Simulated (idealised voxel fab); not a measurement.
process module | voxel wiring stack
cross-section cut | 165 nm wide | cells 5 nm
A cross-section is a grid of square cells, given in bands from the top down. A band is one or more rows of cells.
Each band's line starts with the height of the band's top and of its bottom, in nm. Then come its materials from left to right, each with its width in nm. One material with "throughout" fills the band from edge to edge. "air" is empty space.
Height 0 is the level under which the wafer as received is all one material. The lowest band goes on downwards, as in "0 down".
A width such as "30 to 40" changes by the same amount from each row of cells to the next, from the band's top row to its bottom row.
"no change" after a step means that no cell of the cross-section changed.
closed voids: empty space of 8 cells or more with no open way to the top, each as width x height at its distance from the left edge, in nm
after a step's settings: what the simulator itself notes on the step
overlay nm, on a step with a mask: how far to the right of its planned place the mask lay; to the left if negative
plan
1 op RECEIVE | material Si
2 op CONFORMAL_DEP | material SiO2 | thk nm 10
3 op CONFORMAL_DEP | material SiCN | thk nm 5
4 op DIRECTIONAL_DEP | material lowk | thk nm 25
5 op MASKED_ETCH | tone open | mask id METAL_1 | width nm 30 | pitch nm 45 | etch materials lowk | depth nm 25 | overlay nm 0
6 op MASKED_ETCH | tone open | mask id METAL_1 | width nm 30 | pitch nm 45 | etch materials SiCN | depth nm 5 | overlay nm 0
7 op CONFORMAL_DEP | material TiN | thk nm 5
8 op FILL_DEP | material Cu | thk nm 5
9 op CMP | height nm 40
10 op EPI | material Ru | thk nm 5
11 op FILL_DEP | material SiCN | thk nm 5
12 op DIRECTIONAL_DEP | material SiO2 | thk nm 30
13 op MASKED_ETCH | tone open | mask id METAL_2_HOLES | width nm 15 | pitch nm 45 | etch materials SiO2 | depth nm 30 | overlay nm 0
14 op PATTERN | tone open | mask id METAL_2 | material resist | width nm 30 | pitch nm 45 | thk nm 20 | overlay nm 0
15 op DIRECTIONAL_ETCH | etch materials SiO2 | depth nm 20
16 op DIRECTIONAL_ETCH | etch materials SiCN | depth nm 5
17 op STRIP | etch materials resist
18 op CONFORMAL_DEP | material TiN | thk nm 5
19 op FILL_DEP | material Cu | thk nm 10
20 op CMP | height nm 80
21 op CONFORMAL_DEP | material SiCN | thk nm 5
22 op DIRECTIONAL_DEP | material lowk | thk nm 20
23 op PATTERN | tone open | mask id PLUG_2 | material resist | width nm 15 | thk nm 15 | overlay nm 0
24 op DIRECTIONAL_ETCH | etch materials lowk | depth nm 20
25 op DIRECTIONAL_ETCH | etch materials SiCN | depth nm 5
26 op STRIP | etch materials resist
27 op CONFORMAL_DEP | material TiN | thk nm 5
28 op FILL_DEP | material Cu | thk nm 10
29 op CMP | height nm 105
30 op CONFORMAL_DEP | material SiCN | thk nm 5
31 op DIRECTIONAL_DEP | material SiO2 | thk nm 25
32 op MASKED_ETCH | tone open | mask id METAL_3 | width nm 30 | pitch nm 45 | etch materials SiO2 | depth nm 25 | overlay nm 0
33 op MASKED_ETCH | tone open | mask id METAL_3 | width nm 30 | pitch nm 45 | etch materials SiCN | depth nm 5 | overlay nm 0
34 op CONFORMAL_DEP | material TiN | thk nm 5
35 op FILL_DEP | material Ru | thk nm 5
36 op CMP | height nm 135
37 op CONFORMAL_DEP | material SiCN | thk nm 5
38 op DIRECTIONAL_DEP | material lowk | thk nm 10
39 op MASKED_ETCH | tone open | mask id PLUG_3 | width nm 15 | etch materials lowk | depth nm 10 | overlay nm 0
40 op MASKED_ETCH | tone open | mask id PLUG_3 | width nm 15 | etch materials SiCN | depth nm 5 | overlay nm 0
41 op CONFORMAL_DEP | material TiN | thk nm 5
42 op FILL_DEP | material W | thk nm 10
43 op CMP | height nm 150
44 op CONFORMAL_DEP | material SiN | thk nm 5
45 op DIRECTIONAL_DEP | material SiO2 | thk nm 20
46 op MASKED_ETCH | tone open | mask id METAL_4 | width nm 30 | pitch nm 45 | etch materials SiO2 | depth nm 20 | overlay nm 0
47 op MASKED_ETCH | tone open | mask id METAL_4 | width nm 30 | pitch nm 45 | etch materials SiN | depth nm 5 | overlay nm 0
48 op CONFORMAL_DEP | material TiN | thk nm 5
49 op FILL_DEP | material Cu | thk nm 10
50 op CMP | height nm 175
51 op EPI | material Ru | thk nm 5
52 op FILL_DEP | material SiCN | thk nm 5
as received, after step 1
  0 down: Si throughout
  closed voids: none
first wafer at the end, as planned
  185 to 180: SiCN throughout
  180 to 175: SiCN 40 | Ru 40 | SiCN 5 | Ru 40 | SiCN 40
  175 to 155: SiO2 45 | TiN 5 | Cu 20 | TiN 5 | SiO2 15 | TiN 5 | Cu 20 | TiN 5 | SiO2 45
  155 to 150: SiN 45 | TiN 30 | SiN 15 | TiN 30 | SiN 45
  150 to 140: lowk 45 | TiN 5 | W 5 | TiN 5 | lowk 105
  140 to 135: SiCN 45 | TiN 15 | SiCN 105
  135 to 110: SiO2 45 | TiN 5 | Ru 20 | TiN 5 | SiO2 15 | TiN 5 | Ru 20 | TiN 5 | SiO2 45
  110 to 105: SiCN 45 | TiN 30 | SiCN 15 | TiN 30 | SiCN 45
  105 to 85: lowk 45 | TiN 5 | Cu 5 | TiN 5 | lowk 105
  85 to 80: SiCN 45 | TiN 15 | SiCN 105
  80 to 65: SiO2 45 | TiN 5 | Cu 20 | TiN 5 | SiO2 15 | TiN 5 | Cu 20 | TiN 5 | SiO2 45
  65 to 60: SiO2 45 | TiN 5 | Cu 5 | TiN 20 | SiO2 15 | TiN 5 | Cu 5 | TiN 20 | SiO2 45
  60 to 50: SiO2 45 | TiN 5 | Cu 5 | TiN 5 | SiO2 30 | TiN 5 | Cu 5 | TiN 5 | SiO2 60
  50 to 45: SiCN 45 | TiN 15 | SiCN 30 | TiN 15 | SiCN 60
  45 to 40: SiCN 40 | Ru 40 | SiCN 5 | Ru 40 | SiCN 40
  40 to 15: lowk 45 | TiN 5 | Cu 20 | TiN 5 | lowk 15 | TiN 5 | Cu 20 | TiN 5 | lowk 45
  15 to 10: SiCN 45 | TiN 30 | SiCN 15 | TiN 30 | SiCN 45
  10 to 0: SiO2 throughout
  0 down: Si throughout
  closed voids: none
second wafer at the end: like start, like plan, one mistake
  185 to 180: SiCN throughout
  180 to 175: SiCN 40 | Ru 40 | SiCN 5 | Ru 40 | SiCN 40
  175 to 155: SiO2 45 | TiN 5 | Cu 20 | TiN 5 | SiO2 15 | TiN 5 | Cu 20 | TiN 5 | SiO2 45
  155 to 150: SiN 45 | TiN 30 | SiN 15 | TiN 30 | SiN 45
  150 to 140: lowk 45 | TiN 5 | W 5 | TiN 5 | lowk 105
  140 to 135: SiCN 45 | TiN 15 | SiCN 105
  135 to 110: SiO2 45 | TiN 5 | Ru 20 | TiN 5 | SiO2 15 | TiN 5 | Ru 20 | TiN 5 | SiO2 45
  110 to 105: SiCN 45 | TiN 30 | SiCN 15 | TiN 30 | SiCN 45
  105 to 85: lowk 40 | TiN 5 | Cu 5 | TiN 5 | lowk 110
  85 to 80: SiCN 40 | TiN 15 | SiCN 110
  80 to 65: SiO2 45 | TiN 5 | Cu 20 | TiN 5 | SiO2 15 | TiN 5 | Cu 20 | TiN 5 | SiO2 45
  65 to 60: SiO2 45 | TiN 5 | Cu 5 | TiN 20 | SiO2 15 | TiN 5 | Cu 5 | TiN 20 | SiO2 45
  60 to 50: SiO2 45 | TiN 5 | Cu 5 | TiN 5 | SiO2 30 | TiN 5 | Cu 5 | TiN 5 | SiO2 60
  50 to 45: SiCN 45 | TiN 15 | SiCN 30 | TiN 15 | SiCN 60
  45 to 40: SiCN 40 | Ru 40 | SiCN 5 | Ru 40 | SiCN 40
  40 to 15: lowk 45 | TiN 5 | Cu 20 | TiN 5 | lowk 15 | TiN 5 | Cu 20 | TiN 5 | lowk 45
  15 to 10: SiCN 45 | TiN 30 | SiCN 15 | TiN 30 | SiCN 45
  10 to 0: SiO2 throughout
  0 down: Si throughout
  closed voids: none
what went wrong: step 23 ran as: op PATTERN | tone open | mask id PLUG_2 | material resist | width nm 15 | thk nm 15 | overlay nm -5
at the end the second wafer has, in cells: as many of each material as the first, in other places
